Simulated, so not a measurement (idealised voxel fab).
The process module that follows is named voxel released beams.
Displayed cross-section: cut, width of 280 nm, square cells sized 5 nm.
When this document writes out a cross-section, it uses a grid of square cells and lists it as bands, beginning at the top and moving down, with a band standing for one or more rows of cells. Top, bottom (nm), then materials left to right with widths (nm); lone material tagged "all across" fills the whole band edge to edge; "air" = empty space. Beneath 0, the wafer as received is one material, and that level is where height counting begins. The lowest band goes on downward without a bottom; it is written like "0..down". Read "30->40" as a graded width: first number on top, second number at the bottom, same change between each pair of neighbouring rows. The designation "no modifications", where it is given for a processing step, indicates that no cell of the cross-section was altered in the course of that step. The entry titled "Sealed voids" provides the empty spaces that have no open way to the top, restricted to those of 8 cells or more. Each is presented as width x height at distance, the distance being measured from the left edge, with all three in nm. If you see something after the settings on a step's line, that's the simulator's own remark about that step. A step line may carry the setting "overlay nm", which, for steps involving a mask, states the distance by which the mask lay to the right of its intended position; negative values denote displacement to the left.
**These are the steps we planned for the process**
1 RECEIVE, material Si
2 CONFORMAL_DEP, material Al2O3, thk nm 5
3 DIRECTIONAL_DEP, material SiO2, thk nm 10
4 DIRECTIONAL_DEP, material aC, thk nm 10
5 PATTERN, tone open, mask id ANCHOR, material resist, width nm 40, thk nm 25, overlay nm 0
6 DIRECTIONAL_ETCH, etch materials aC, depth nm 10
7 STRIP, etch materials resist
8 DIRECTIONAL_ETCH, etch materials SiO2, depth nm 10
9 STRIP, etch materials aC
10 CONFORMAL_DEP, material SiN, thk nm 15
11 MASKED_ETCH, tone cover, mask id BEAM, width nm 75, etch materials SiN, depth nm 15, overlay nm 0
12 STRIP, etch materials SiO2
Across this set of wafers, the varied parameter is the width nm of step 11. Starting conditions are identical for every wafer, and the plan reports the value assigned to the first wafer.
**Cross-section of the first of several wafers as received (after step 1)**
	0..down: Si all across
	Sealed voids: none
**At the end of the module, after its last step, step 12, the first of several wafers appears in cross-section as follows**
	30..20: 100 of air, then 15 of SiN, then 10 of air, then 50 of SiN, then 105 of air
	20..15: 100 of air, then 75 of SiN, then 105 of air
	15..5: 100 of air, then 40 of SiN, then 140 of air
	5..0: Al2O3 all across
	0..down: Si all across
	Sealed voids: none
**End of module, last wafer sectioned**
	30..20: 90 of air, then 25 of SiN, then 10 of air, then 65 of SiN, then 90 of air
	20..15: 90 of air, then 100 of SiN, then 90 of air
	15..5: 100 of air, then 40 of SiN, then 140 of air
	5..0: Al2O3 all across
	0..down: Si all across
	Sealed voids: none
**Per wafer (row), end of module: delta in cells per material since receipt, (+) for gained, (-) for lost; closed voids after that**
width nm 75, +56 Al2O3, +57 SiN, Sealed voids: none
width nm 80, +56 Al2O3, +60 SiN, Sealed voids: none
width nm 85, +56 Al2O3, +63 SiN, Sealed voids: none
width nm 90, +56 Al2O3, +66 SiN, Sealed voids: none
width nm 95, +56 Al2O3, +69 SiN, Sealed voids: none
width nm 100, +56 Al2O3, +72 SiN, Sealed voids: none
